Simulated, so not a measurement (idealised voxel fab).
process module | voxel tone inversion
cross-section cut | 290 nm wide | cells 5 nm
A cross-section is a grid of square cells, given in bands from the top down. A band is one or more rows of cells.
Each band's line starts with the height of the band's top and of its bottom, in nm. Then come its materials from left to right, each with its width in nm. One material with "throughout" fills the band from edge to edge. "air" is empty space.
Height 0 is the level under which the wafer as received is all one material. The lowest band goes on downwards, as in "0 down".
A width such as "30 to 40" changes by the same amount from each row of cells to the next, from the band's top row to its bottom row.
"no change" after a step means that no cell of the cross-section changed.
closed voids: empty space of 8 cells or more with no open way to the top, each as width x height at its distance from the left edge, in nm
after a step's settings: what the simulator itself notes on the step
overlay nm, on a step with a mask: how far to the right of its planned place the mask lay; to the left if negative
plan
1 op RECEIVE | material Si
2 op CONFORMAL_DEP | material SiCN | thk nm 10
3 op DIRECTIONAL_DEP | material polySi | thk nm 15
4 op PATTERN | tone cover | mask id POSTS | material resist | width nm 20 | pitch nm 50 | thk nm 20 | overlay nm 0
5 op DIRECTIONAL_ETCH | etch materials polySi | depth nm 15
6 op STRIP | etch materials resist
7 op FILL_DEP | material lowk | thk nm 10
8 op CMP | height nm 25
9 op STRIP | etch materials polySi
10 op CONFORMAL_DEP | material TiN | thk nm 5
11 op FILL_DEP | material W | thk nm 10
12 op CMP | height nm 25
13 op CONFORMAL_DEP | material SiN | thk nm 5
first wafer, as planned
as received, after step 1
  0 down: Si throughout
  closed voids: none
after step 2
  10 to 0: SiCN throughout
  below 0: unchanged
after step 3
  25 to 10: polySi throughout
  below 10: unchanged
after step 4
  45 to 25: air 110 | resist 20 | air 30 | resist 20 | air 110
  below 25: unchanged
after step 5
  45 to 25: air 110 | resist 20 | air 30 | resist 20 | air 110
  25 to 10: air 110 | polySi 20 | air 30 | polySi 20 | air 110
  below 10: unchanged
after step 6
  25 to 10: air 110 | polySi 20 | air 30 | polySi 20 | air 110
  below 10: unchanged
after step 7
  35 to 25: lowk throughout
  25 to 10: lowk 110 | polySi 20 | lowk 30 | polySi 20 | lowk 110
  below 10: unchanged
after step 8
  25 to 10: lowk 110 | polySi 20 | lowk 30 | polySi 20 | lowk 110
  below 10: unchanged
after step 9
  25 to 10: lowk 110 | air 20 | lowk 30 | air 20 | lowk 110
  below 10: unchanged
after step 10
  30 to 25: TiN 115 | air 10 | TiN 40 | air 10 | TiN 115
  25 to 15: lowk 110 | TiN 5 | air 10 | TiN 5 | lowk 30 | TiN 5 | air 10 | TiN 5 | lowk 110
  15 to 10: lowk 110 | TiN 20 | lowk 30 | TiN 20 | lowk 110
  below 10: unchanged
after step 11
  40 to 30: W throughout
  30 to 25: TiN 115 | W 10 | TiN 40 | W 10 | TiN 115
  25 to 15: lowk 110 | TiN 5 | W 10 | TiN 5 | lowk 30 | TiN 5 | W 10 | TiN 5 | lowk 110
  below 15: unchanged
after step 12
  25 to 15: lowk 110 | TiN 5 | W 10 | TiN 5 | lowk 30 | TiN 5 | W 10 | TiN 5 | lowk 110
  below 15: unchanged
after step 13
  30 to 25: SiN throughout
  below 25: unchanged
second wafer: like start, like plan, one mistake. Through step 10 it matches the first wafer
when step 11 should have ended
  50 to 30: W throughout
  30 to 25: TiN 115 | W 10 | TiN 40 | W 10 | TiN 115
  25 to 15: lowk 110 | TiN 5 | W 10 | TiN 5 | lowk 30 | TiN 5 | W 10 | TiN 5 | lowk 110
  below 15: unchanged
when step 12 should have ended
  25 to 15: lowk 110 | TiN 5 | W 10 | TiN 5 | lowk 30 | TiN 5 | W 10 | TiN 5 | lowk 110
  below 15: unchanged
when step 13 should have ended
  30 to 25: SiN throughout
  below 25: unchanged
what went wrong: step 11 was run twice
at the end the two cross-sections are the same: no effect in what this model computes
